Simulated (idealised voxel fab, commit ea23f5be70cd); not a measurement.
Presented below is a process module, voxel capacitor over wiring.
Displayed cross-section: cut, width of 225 nm, square cells sized 5 nm.
Cross-section spec: square-cell grid; bands listed top down; each band is one or more rows.
Top, bottom (nm), then materials left to right with widths (nm); lone material tagged "edge to edge" fills the whole band edge to edge; "blank" = empty space.
For the purposes of this specification, 0 denotes the height below which the wafer in its as-received condition is composed wholly of one material, and the lowermost band, lacking a lower limit, extends downward without end, as expressed in "0 down".
The width entry "30..40" should be interpreted row by row: the top row of cells in the band takes the first number, the bottom row takes the second number, and the change between adjacent rows is uniform throughout.
A step reported as "no modifications" is a step in which no cell of the cross-section changed.
In "Listed closed voids" the enclosed voids are listed, meaning empty spaces of 8 cells or larger without any opening to the top. The form is width x height at distance, distance from the left edge, units nm.
If you see something after the settings on a step's line, that's the simulator's own remark about that step.
overlay nm: for a step with a mask, the amount by which the mask lay right of where it was planned; a negative amount means left of it.

# This section lists the process steps that were planned
| 1 | RECEIVE | material Si |
| 2 | CONFORMAL_DEP | material SiO2 | thk nm 15 |
| 3 | DIRECTIONAL_DEP | material TiN | thk nm 5 |
| 4 | DIRECTIONAL_DEP | material W | thk nm 25 |
| 5 | MASKED_ETCH | tone cover | mask id METAL_1 | width nm 30 | pitch nm 95 | etch materials W | depth nm 25 | overlay nm 0 |
| 6 | MASKED_ETCH | tone cover | mask id METAL_1 | width nm 30 | pitch nm 95 | etch materials TiN | depth nm 5 | overlay nm 0 |
| 7 | CONFORMAL_DEP | material SiN | thk nm 5 |
| 8 | FILL_DEP | material SiO2 | thk nm 10 |
| 9 | CMP | height nm 45 |
| 10 | CONFORMAL_DEP | material SiCN | thk nm 5 |
| 11 | DIRECTIONAL_DEP | material lowk | thk nm 20 |
| 12 | DIRECTIONAL_DEP | material aC | thk nm 15 |
| 13 | PATTERN | tone open | mask id PLUG_1 | material resist | width nm 15 | thk nm 30 | overlay nm 0 |
| 14 | DIRECTIONAL_ETCH | etch materials aC | depth nm 15 |
| 15 | STRIP | etch materials resist |
| 16 | DIRECTIONAL_ETCH | etch materials lowk | depth nm 20 |
| 17 | DIRECTIONAL_ETCH | etch materials SiCN | depth nm 5 |
| 18 | STRIP | etch materials aC |
| 19 | EPI | material Ru | thk nm 10 |
| 20 | EPI | material Ru | thk nm 10 |
| 21 | EPI | material Ru | thk nm 5 |
| 22 | DIRECTIONAL_DEP | material TiN | thk nm 10 |
| 23 | DIRECTIONAL_DEP | material SiN | thk nm 5 |
| 24 | DIRECTIONAL_DEP | material TiN | thk nm 10 |
| 25 | DIRECTIONAL_DEP | material aC | thk nm 15 |
| 26 | PATTERN | tone cover | mask id UPPER_PLATE | material resist | width nm 70 | thk nm 35 | overlay nm 0 |
| 27 | DIRECTIONAL_ETCH | etch materials aC | depth nm 15 |
| 28 | STRIP | etch materials resist |
| 29 | DIRECTIONAL_ETCH | etch materials TiN | depth nm 10 |
| 30 | DIRECTIONAL_ETCH | etch materials SiN | depth nm 5 |
| 31 | STRIP | etch materials aC |
| 32 | DIRECTIONAL_DEP | material aC | thk nm 10 |
| 33 | PATTERN | tone cover | mask id LOWER_PLATE | material resist | width nm 80 | thk nm 25 | overlay nm 0 |
| 34 | DIRECTIONAL_ETCH | etch materials aC | depth nm 10 |
| 35 | STRIP | etch materials resist |
| 36 | DIRECTIONAL_ETCH | etch materials TiN | depth nm 10 |
| 37 | STRIP | etch materials aC |
| 38 | FILL_DEP | material SiO2 | thk nm 20 |
| 39 | CMP | height nm 110 |
| 40 | DIRECTIONAL_DEP | material aC | thk nm 15 |
| 41 | PATTERN | tone open | mask id PLUG_2 | material resist | width nm 15 | thk nm 35 | overlay nm 0 |
| 42 | DIRECTIONAL_ETCH | etch materials aC | depth nm 15 |
| 43 | STRIP | etch materials resist |
| 44 | DIRECTIONAL_ETCH | etch materials SiO2 | depth nm 15 |
| 45 | STRIP | etch materials aC |
| 46 | CONFORMAL_DEP | material TiN | thk nm 5 |
| 47 | FILL_DEP | material Ru | thk nm 10 |
| 48 | CMP | height nm 110 |
| 49 | CONFORMAL_DEP | material SiCN | thk nm 5 |

# What follows covers the first of two wafers; it ran as planned

# Received-state cross-section, reflecting completion of step 1
> 0 down: Si edge to edge
> Listed closed voids: none

# Wafer xsec, post step 2
> 15 to 0: SiO2 edge to edge
> No changes below 0.

# Wafer xsec, post step 3
> 20 to 15: TiN edge to edge
> No changes below 15.

# Wafer xsec, post step 4
> 45 to 20: W edge to edge
> No changes below 20.

# Wafer xsec, post step 5
> 45 to 20: blank: 50, W: 30, blank: 65, W: 30, blank: 50
> No changes below 20.

# Wafer xsec, post step 6
> 45 to 20: blank: 50, W: 30, blank: 65, W: 30, blank: 50
> 20 to 15: blank: 50, TiN: 30, blank: 65, TiN: 30, blank: 50
> No changes below 15.

# Wafer xsec, post step 7
> 50 to 45: blank: 45, SiN: 40, blank: 55, SiN: 40, blank: 45
> 45 to 20: blank: 45, SiN: 5, W: 30, SiN: 5, blank: 55, SiN: 5, W: 30, SiN: 5, blank: 45
> 20 to 15: SiN: 50, TiN: 30, SiN: 65, TiN: 30, SiN: 50
> No changes below 15.

# Wafer xsec, post step 8
> 60 to 50: SiO2 edge to edge
> 50 to 45: SiO2: 45, SiN: 40, SiO2: 55, SiN: 40, SiO2: 45
> 45 to 20: SiO2: 45, SiN: 5, W: 30, SiN: 5, SiO2: 55, SiN: 5, W: 30, SiN: 5, SiO2: 45
> No changes below 20.

# Wafer xsec, post step 9
> 45 to 20: SiO2: 45, SiN: 5, W: 30, SiN: 5, SiO2: 55, SiN: 5, W: 30, SiN: 5, SiO2: 45
> No changes below 20.

# Wafer xsec, post step 10
> 50 to 45: SiCN edge to edge
> No changes below 45.

# Wafer xsec, post step 11
> 70 to 50: lowk edge to edge
> No changes below 50.

# Wafer xsec, post step 12
> 85 to 70: aC edge to edge
> No changes below 70.

# Wafer xsec, post step 13
> 115 to 85: resist: 65, blank: 15, resist: 145
> No changes below 85.

# Wafer xsec, post step 14
> 100 to 85: resist: 65, blank: 15, resist: 145
> 85 to 70: aC: 65, blank: 15, aC: 145
> No changes below 70.

# Wafer xsec, post step 15
> 85 to 70: aC: 65, blank: 15, aC: 145
> No changes below 70.

# Wafer xsec, post step 16
> 85 to 70: aC: 65, blank: 15, aC: 145
> 70 to 50: lowk: 65, blank: 15, lowk: 145
> No changes below 50.

# Wafer xsec, post step 17
> 85 to 70: aC: 65, blank: 15, aC: 145
> 70 to 50: lowk: 65, blank: 15, lowk: 145
> 50 to 45: SiCN: 65, blank: 15, SiCN: 145
> No changes below 45.

# Wafer xsec, post step 18
> 70 to 50: lowk: 65, blank: 15, lowk: 145
> No changes below 50.

# Wafer xsec, post step 19
> 70 to 55: lowk: 65, blank: 15, lowk: 145
> 55 to 50: lowk: 65, Ru: 15, lowk: 145
> 50 to 45: SiCN: 65, Ru: 15, SiCN: 145
> No changes below 45.

# Wafer xsec, post step 20
> 70 to 65: lowk: 65, blank: 15, lowk: 145
> 65 to 50: lowk: 65, Ru: 15, lowk: 145
> No changes below 50.

# Wafer xsec, post step 21
> 70 to 50: lowk: 65, Ru: 15, lowk: 145
> No changes below 50.

# Wafer xsec, post step 22
> 80 to 70: TiN edge to edge
> No changes below 70.

# Wafer xsec, post step 23
> 85 to 80: SiN edge to edge
> No changes below 80.

# Wafer xsec, post step 24
> 95 to 85: TiN edge to edge
> No changes below 85.

# Wafer xsec, post step 25
> 110 to 95: aC edge to edge
> No changes below 95.

# Wafer xsec, post step 26
> 145 to 110: blank: 65, resist: 70, blank: 90
> No changes below 110.

# Wafer xsec, post step 27
> 130 to 110: blank: 65, resist: 70, blank: 90
> 110 to 95: blank: 65, aC: 70, blank: 90
> No changes below 95.

# Wafer xsec, post step 28
> 110 to 95: blank: 65, aC: 70, blank: 90
> No changes below 95.

# Wafer xsec, post step 29
> 110 to 95: blank: 65, aC: 70, blank: 90
> 95 to 85: blank: 65, TiN: 70, blank: 90
> No changes below 85.

# Wafer xsec, post step 30
> 110 to 95: blank: 65, aC: 70, blank: 90
> 95 to 85: blank: 65, TiN: 70, blank: 90
> 85 to 80: blank: 65, SiN: 70, blank: 90
> No changes below 80.

# Wafer xsec, post step 31
> 95 to 85: blank: 65, TiN: 70, blank: 90
> No changes below 85.

# Wafer xsec, post step 32
> 105 to 95: blank: 65, aC: 70, blank: 90
> 95 to 90: blank: 65, TiN: 70, blank: 90
> 90 to 85: aC: 65, TiN: 70, aC: 90
> 85 to 80: aC: 65, SiN: 70, aC: 90
> No changes below 80.

# Wafer xsec, post step 33
> 130 to 105: blank: 60, resist: 80, blank: 85
> 105 to 95: blank: 60, resist: 5, aC: 70, resist: 5, blank: 85
> 95 to 90: blank: 60, resist: 5, TiN: 70, resist: 5, blank: 85
> No changes below 90.

# Wafer xsec, post step 34
> 120 to 105: blank: 60, resist: 80, blank: 85
> 105 to 95: blank: 60, resist: 5, aC: 70, resist: 5, blank: 85
> 95 to 90: blank: 60, resist: 5, TiN: 70, resist: 5, blank: 85
> 90 to 85: blank: 60, aC: 5, TiN: 70, aC: 5, blank: 85
> 85 to 80: blank: 60, aC: 5, SiN: 70, aC: 5, blank: 85
> No changes below 80.

# Wafer xsec, post step 35
> 105 to 95: blank: 65, aC: 70, blank: 90
> 95 to 90: blank: 65, TiN: 70, blank: 90
> No changes below 90.

# Wafer xsec, post step 36
> 105 to 95: blank: 65, aC: 70, blank: 90
> 95 to 90: blank: 65, TiN: 70, blank: 90
> 90 to 85: blank: 60, aC: 5, TiN: 70, aC: 5, blank: 85
> 85 to 80: blank: 60, aC: 5, SiN: 70, aC: 5, blank: 85
> 80 to 70: blank: 60, TiN: 80, blank: 85
> No changes below 70.

# Wafer xsec, post step 37
> 95 to 85: blank: 65, TiN: 70, blank: 90
> 85 to 80: blank: 65, SiN: 70, blank: 90
> No changes below 80.

# Wafer xsec, post step 38
> 115 to 95: SiO2 edge to edge
> 95 to 85: SiO2: 65, TiN: 70, SiO2: 90
> 85 to 80: SiO2: 65, SiN: 70, SiO2: 90
> 80 to 70: SiO2: 60, TiN: 80, SiO2: 85
> No changes below 70.

# Wafer xsec, post step 39
> 110 to 95: SiO2 edge to edge
> No changes below 95.

# Wafer xsec, post step 40
> 125 to 110: aC edge to edge
> No changes below 110.

# Wafer xsec, post step 41
> 160 to 125: resist: 75, blank: 15, resist: 135
> No changes below 125.

# Wafer xsec, post step 42
> 145 to 125: resist: 75, blank: 15, resist: 135
> 125 to 110: aC: 75, blank: 15, aC: 135
> No changes below 110.

# Wafer xsec, post step 43
> 125 to 110: aC: 75, blank: 15, aC: 135
> No changes below 110.

# Wafer xsec, post step 44
> 125 to 110: aC: 75, blank: 15, aC: 135
> 110 to 95: SiO2: 75, blank: 15, SiO2: 135
> No changes below 95.

# Wafer xsec, post step 45
> 110 to 95: SiO2: 75, blank: 15, SiO2: 135
> No changes below 95.

# Wafer xsec, post step 46
> 115 to 110: TiN: 80, blank: 5, TiN: 140
> 110 to 100: SiO2: 75, TiN: 5, blank: 5, TiN: 5, SiO2: 135
> 100 to 95: SiO2: 75, TiN: 15, SiO2: 135
> No changes below 95.

# Wafer xsec, post step 47
> 125 to 115: Ru edge to edge
> 115 to 110: TiN: 80, Ru: 5, TiN: 140
> 110 to 100: SiO2: 75, TiN: 5, Ru: 5, TiN: 5, SiO2: 135
> No changes below 100.

# Wafer xsec, post step 48
> 110 to 100: SiO2: 75, TiN: 5, Ru: 5, TiN: 5, SiO2: 135
> No changes below 100.

# Wafer xsec, post step 49
> 115 to 110: SiCN edge to edge
> No changes below 110.

# Here the second wafer is described. Its start and its plan were those of the first wafer. Its run contained one mistake. Up to and including step 47, it did exactly what the first wafer did

# What the second wafer looks like in cross-section when step 48 should have wrapped up
> 100 to 95: SiO2: 75, TiN: 15, SiO2: 135
> No changes below 95.

# What the second wafer looks like in cross-section when step 49 should have wrapped up
> 105 to 100: SiCN edge to edge
> No changes below 100.
The plan and the run diverged here: it should be noted that step 48 was executed with settings other than those planned, the operation and settings actually applied being CMP | height nm 100
FYI, end of process, the second wafer has more or fewer cells of some materials than the first: -2 Ru | -84 SiO2 | -4 TiN
